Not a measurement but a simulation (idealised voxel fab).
Name of the process module below: voxel self aligned vias
The cross-section shown here is cut; it is 255 nm wide and divided into square cells measuring 5 nm on a side.
In this document a cross-section is written as a grid of square cells. It is given as a series of bands, listed from the top down, and a band is one or more rows of cells.
The entry gives the band's vertical extent as a top height and a bottom height in nm, then its horizontal make-up as materials from left to right, each with a width in nm. "air" stands for empty space; a single material marked "full width" fills the band edge to edge.
Measure heights from 0. That's the level where, below it, the as-received wafer is all one material. The lowest band is bottomless and extends downward; write it as in "0 nm and below".
Top row gets the first number, bottom row gets the second, and each row in between changes by the same step: that is how a band width like "30 to 40" works.
What does "no alterations made" mean for a step? It means no cell of the cross-section changed in that step.
Under "Entrapped voids" you'll find the enclosed gaps, the ones with no way out to the top, that are 8 cells or bigger; each reads width x height at distance, with distance counted from the left edge, everything in nm.
What comes after the settings on a step's line is commentary from the simulator itself on that step.
For masked steps, "overlay nm" on the step line gives how far right of plan the mask actually lay; a minus sign means it lay to the left.

Set out below are the planned steps of the process
| 1 | RECEIVE | material Si |
| 2 | CONFORMAL_DEP | material SiO2 | thk nm 10 |
| 3 | CONFORMAL_DEP | material SiCN | thk nm 5 |
| 4 | DIRECTIONAL_DEP | material SiO2 | thk nm 25 |
| 5 | MASKED_ETCH | tone open | mask id LINES | width nm 25 | pitch nm 60 | etch materials SiO2 | depth nm 25 | overlay nm 0 |
| 6 | CONFORMAL_DEP | material TiN | thk nm 5 |
| 7 | FILL_DEP | material W | thk nm 5 |
| 8 | CMP | height nm 40 |
| 9 | SELECTIVE_ETCH | etch materials W Ru TiN | depth nm 10 |
| 10 | FILL_DEP | material SiN | thk nm 10 |
| 11 | CMP | height nm 40 |
| 12 | DIRECTIONAL_DEP | material SiO2 | thk nm 20 |
| 13 | MASKED_ETCH | tone open | mask id VIAS | width nm 45 | pitch nm 120 | etch materials SiO2 | depth nm 20 | overlay nm 0 |
| 14 | MASKED_ETCH | tone open | mask id VIAS | width nm 45 | pitch nm 120 | etch materials SiN | depth nm 10 | overlay nm 0 |
| 15 | CONFORMAL_DEP | material TiN | thk nm 5 |
| 16 | FILL_DEP | material Cu | thk nm 5 |
| 17 | CMP | height nm 60 |
| 18 | CONFORMAL_DEP | material SiCN | thk nm 5 |

Wafer, first of two, run as planned

as received, after step 1
- 0 nm and below  Si full width
- Entrapped voids: none

Upon completion of step 2, the wafer appears in cross-section as shown
- 10 nm to 0 nm  SiO2 full width
- Below 0, no change.

Upon completion of step 3, the wafer appears in cross-section as shown
- 15 nm to 10 nm  SiCN full width
- Below 10, no change.

Upon completion of step 4, the wafer appears in cross-section as shown
- 40 nm to 15 nm  SiO2 full width
- Below 15, no change.

Upon completion of step 5, the wafer appears in cross-section as shown
- 40 nm to 15 nm  55 of SiO2, then 25 of air, then 35 of SiO2, then 25 of air, then 35 of SiO2, then 25 of air, then 55 of SiO2
- Below 15, no change.

Upon completion of step 6, the wafer appears in cross-section as shown
- 45 nm to 40 nm  60 of TiN, then 15 of air, then 45 of TiN, then 15 of air, then 45 of TiN, then 15 of air, then 60 of TiN
- 40 nm to 20 nm  55 of SiO2, then 5 of TiN, then 15 of air, then 5 of TiN, then 35 of SiO2, then 5 of TiN, then 15 of air, then 5 of TiN, then 35 of SiO2, then 5 of TiN, then 15 of air, then 5 of TiN, then 55 of SiO2
- 20 nm to 15 nm  55 of SiO2, then 25 of TiN, then 35 of SiO2, then 25 of TiN, then 35 of SiO2, then 25 of TiN, then 55 of SiO2
- Below 15, no change.

Upon completion of step 7, the wafer appears in cross-section as shown
- 50 nm to 45 nm  W full width
- 45 nm to 40 nm  60 of TiN, then 15 of W, then 45 of TiN, then 15 of W, then 45 of TiN, then 15 of W, then 60 of TiN
- 40 nm to 20 nm  55 of SiO2, then 5 of TiN, then 15 of W, then 5 of TiN, then 35 of SiO2, then 5 of TiN, then 15 of W, then 5 of TiN, then 35 of SiO2, then 5 of TiN, then 15 of W, then 5 of TiN, then 55 of SiO2
- Below 20, no change.

Upon completion of step 8, the wafer appears in cross-section as shown
- 40 nm to 20 nm  55 of SiO2, then 5 of TiN, then 15 of W, then 5 of TiN, then 35 of SiO2, then 5 of TiN, then 15 of W, then 5 of TiN, then 35 of SiO2, then 5 of TiN, then 15 of W, then 5 of TiN, then 55 of SiO2
- Below 20, no change.

Upon completion of step 9, the wafer appears in cross-section as shown
- 40 nm to 30 nm  55 of SiO2, then 25 of air, then 35 of SiO2, then 25 of air, then 35 of SiO2, then 25 of air, then 55 of SiO2
- Below 30, no change.

Upon completion of step 10, the wafer appears in cross-section as shown
- 50 nm to 40 nm  SiN full width
- 40 nm to 30 nm  55 of SiO2, then 25 of SiN, then 35 of SiO2, then 25 of SiN, then 35 of SiO2, then 25 of SiN, then 55 of SiO2
- Below 30, no change.

Upon completion of step 11, the wafer appears in cross-section as shown
- 40 nm to 30 nm  55 of SiO2, then 25 of SiN, then 35 of SiO2, then 25 of SiN, then 35 of SiO2, then 25 of SiN, then 55 of SiO2
- Below 30, no change.

Upon completion of step 12, the wafer appears in cross-section as shown
- 60 nm to 40 nm  SiO2 full width
- Below 40, no change.

Upon completion of step 13, the wafer appears in cross-section as shown
- 60 nm to 40 nm  45 of SiO2, then 45 of air, then 75 of SiO2, then 45 of air, then 45 of SiO2
- Below 40, no change.

Upon completion of step 14, the wafer appears in cross-section as shown
- 60 nm to 40 nm  45 of SiO2, then 45 of air, then 75 of SiO2, then 45 of air, then 45 of SiO2
- 40 nm to 30 nm  55 of SiO2, then 25 of air, then 35 of SiO2, then 25 of SiN, then 35 of SiO2, then 25 of air, then 55 of SiO2
- Below 30, no change.

Upon completion of step 15, the wafer appears in cross-section as shown
- 65 nm to 60 nm  50 of TiN, then 35 of air, then 85 of TiN, then 35 of air, then 50 of TiN
- 60 nm to 45 nm  45 of SiO2, then 5 of TiN, then 35 of air, then 5 of TiN, then 75 of SiO2, then 5 of TiN, then 35 of air, then 5 of TiN, then 45 of SiO2
- 45 nm to 40 nm  45 of SiO2, then 15 of TiN, then 15 of air, then 15 of TiN, then 75 of SiO2, then 15 of TiN, then 15 of air, then 15 of TiN, then 45 of SiO2
- 40 nm to 35 nm  55 of SiO2, then 5 of TiN, then 15 of air, then 5 of TiN, then 35 of SiO2, then 25 of SiN, then 35 of SiO2, then 5 of TiN, then 15 of air, then 5 of TiN, then 55 of SiO2
- 35 nm to 30 nm  55 of SiO2, then 25 of TiN, then 35 of SiO2, then 25 of SiN, then 35 of SiO2, then 25 of TiN, then 55 of SiO2
- Below 30, no change.

Upon completion of step 16, the wafer appears in cross-section as shown
- 70 nm to 65 nm  Cu full width
- 65 nm to 60 nm  50 of TiN, then 35 of Cu, then 85 of TiN, then 35 of Cu, then 50 of TiN
- 60 nm to 45 nm  45 of SiO2, then 5 of TiN, then 35 of Cu, then 5 of TiN, then 75 of SiO2, then 5 of TiN, then 35 of Cu, then 5 of TiN, then 45 of SiO2
- 45 nm to 40 nm  45 of SiO2, then 15 of TiN, then 15 of Cu, then 15 of TiN, then 75 of SiO2, then 15 of TiN, then 15 of Cu, then 15 of TiN, then 45 of SiO2
- 40 nm to 35 nm  55 of SiO2, then 5 of TiN, then 15 of Cu, then 5 of TiN, then 35 of SiO2, then 25 of SiN, then 35 of SiO2, then 5 of TiN, then 15 of Cu, then 5 of TiN, then 55 of SiO2
- Below 35, no change.

Upon completion of step 17, the wafer appears in cross-section as shown
- 60 nm to 45 nm  45 of SiO2, then 5 of TiN, then 35 of Cu, then 5 of TiN, then 75 of SiO2, then 5 of TiN, then 35 of Cu, then 5 of TiN, then 45 of SiO2
- Below 45, no change.

Upon completion of step 18, the wafer appears in cross-section as shown
- 65 nm to 60 nm  SiCN full width
- Below 60, no change.

Here the second wafer is described. Its start and its plan were those of the first wafer. Its run contained one mistake. Up to and including step 2, it did exactly what the first wafer did

Second wafer shown in cross-section at the time step 3 was slated to end: no alterations made

Second wafer shown in cross-section at the time step 4 was slated to end
- 35 nm to 0 nm  SiO2 full width
- Below 0, no change.

Second wafer shown in cross-section at the time step 5 was slated to end
- 35 nm to 10 nm  55 of SiO2, then 25 of air, then 35 of SiO2, then 25 of air, then 35 of SiO2, then 25 of air, then 55 of SiO2
- Below 10, no change.

Second wafer shown in cross-section at the time step 6 was slated to end
- 40 nm to 35 nm  60 of TiN, then 15 of air, then 45 of TiN, then 15 of air, then 45 of TiN, then 15 of air, then 60 of TiN
- 35 nm to 15 nm  55 of SiO2, then 5 of TiN, then 15 of air, then 5 of TiN, then 35 of SiO2, then 5 of TiN, then 15 of air, then 5 of TiN, then 35 of SiO2, then 5 of TiN, then 15 of air, then 5 of TiN, then 55 of SiO2
- 15 nm to 10 nm  55 of SiO2, then 25 of TiN, then 35 of SiO2, then 25 of TiN, then 35 of SiO2, then 25 of TiN, then 55 of SiO2
- Below 10, no change.

Second wafer shown in cross-section at the time step 7 was slated to end
- 45 nm to 40 nm  W full width
- 40 nm to 35 nm  60 of TiN, then 15 of W, then 45 of TiN, then 15 of W, then 45 of TiN, then 15 of W, then 60 of TiN
- 35 nm to 15 nm  55 of SiO2, then 5 of TiN, then 15 of W, then 5 of TiN, then 35 of SiO2, then 5 of TiN, then 15 of W, then 5 of TiN, then 35 of SiO2, then 5 of TiN, then 15 of W, then 5 of TiN, then 55 of SiO2
- Below 15, no change.

Second wafer shown in cross-section at the time step 8 was slated to end
- 40 nm to 35 nm  60 of TiN, then 15 of W, then 45 of TiN, then 15 of W, then 45 of TiN, then 15 of W, then 60 of TiN
- Below 35, no change.

Second wafer shown in cross-section at the time step 9 was slated to end
- 35 nm to 30 nm  55 of SiO2, then 25 of air, then 35 of SiO2, then 25 of air, then 35 of SiO2, then 25 of air, then 55 of SiO2
- Below 30, no change.

Second wafer shown in cross-section at the time step 10 was slated to end
- 45 nm to 35 nm  SiN full width
- 35 nm to 30 nm  55 of SiO2, then 25 of SiN, then 35 of SiO2, then 25 of SiN, then 35 of SiO2, then 25 of SiN, then 55 of SiO2
- Below 30, no change.

Second wafer shown in cross-section at the time step 11 was slated to end
- 40 nm to 35 nm  SiN full width
- Below 35, no change.

Second wafer shown in cross-section at the time step 12 was slated to end
- 60 nm to 40 nm  SiO2 full width
- Below 40, no change.

Second wafer shown in cross-section at the time step 13 was slated to end
- 60 nm to 40 nm  45 of SiO2, then 45 of air, then 75 of SiO2, then 45 of air, then 45 of SiO2
- Below 40, no change.

Second wafer shown in cross-section at the time step 14 was slated to end
- 60 nm to 40 nm  45 of SiO2, then 45 of air, then 75 of SiO2, then 45 of air, then 45 of SiO2
- 40 nm to 35 nm  45 of SiN, then 45 of air, then 75 of SiN, then 45 of air, then 45 of SiN
- 35 nm to 30 nm  55 of SiO2, then 25 of air, then 35 of SiO2, then 25 of SiN, then 35 of SiO2, then 25 of air, then 55 of SiO2
- Below 30, no change.

Second wafer shown in cross-section at the time step 15 was slated to end
- 65 nm to 60 nm  50 of TiN, then 35 of air, then 85 of TiN, then 35 of air, then 50 of TiN
- 60 nm to 40 nm  45 of SiO2, then 5 of TiN, then 35 of air, then 5 of TiN, then 75 of SiO2, then 5 of TiN, then 35 of air, then 5 of TiN, then 45 of SiO2
- 40 nm to 35 nm  45 of SiN, then 15 of TiN, then 15 of air, then 15 of TiN, then 75 of SiN, then 15 of TiN, then 15 of air, then 15 of TiN, then 45 of SiN
- 35 nm to 30 nm  55 of SiO2, then 25 of TiN, then 35 of SiO2, then 25 of SiN, then 35 of SiO2, then 25 of TiN, then 55 of SiO2
- Below 30, no change.

Second wafer shown in cross-section at the time step 16 was slated to end
- 70 nm to 65 nm  Cu full width
- 65 nm to 60 nm  50 of TiN, then 35 of Cu, then 85 of TiN, then 35 of Cu, then 50 of TiN
- 60 nm to 40 nm  45 of SiO2, then 5 of TiN, then 35 of Cu, then 5 of TiN, then 75 of SiO2, then 5 of TiN, then 35 of Cu, then 5 of TiN, then 45 of SiO2
- 40 nm to 35 nm  45 of SiN, then 15 of TiN, then 15 of Cu, then 15 of TiN, then 75 of SiN, then 15 of TiN, then 15 of Cu, then 15 of TiN, then 45 of SiN
- Below 35, no change.

Second wafer shown in cross-section at the time step 17 was slated to end
- 60 nm to 40 nm  45 of SiO2, then 5 of TiN, then 35 of Cu, then 5 of TiN, then 75 of SiO2, then 5 of TiN, then 35 of Cu, then 5 of TiN, then 45 of SiO2
- Below 40, no change.

Second wafer shown in cross-section at the time step 18 was slated to end
- 65 nm to 60 nm  SiCN full width
- Below 60, no change.
Where did the run depart from the plan? yeah, step 3 of the plan got skipped, never ran
It is noted that, at the conclusion of processing, the second wafer exhibits a higher or lower cell count for certain materials relative to the first: 8 more of Cu, 51 fewer of SiCN, 28 more of SiN, 6 more of TiN, 9 more of W
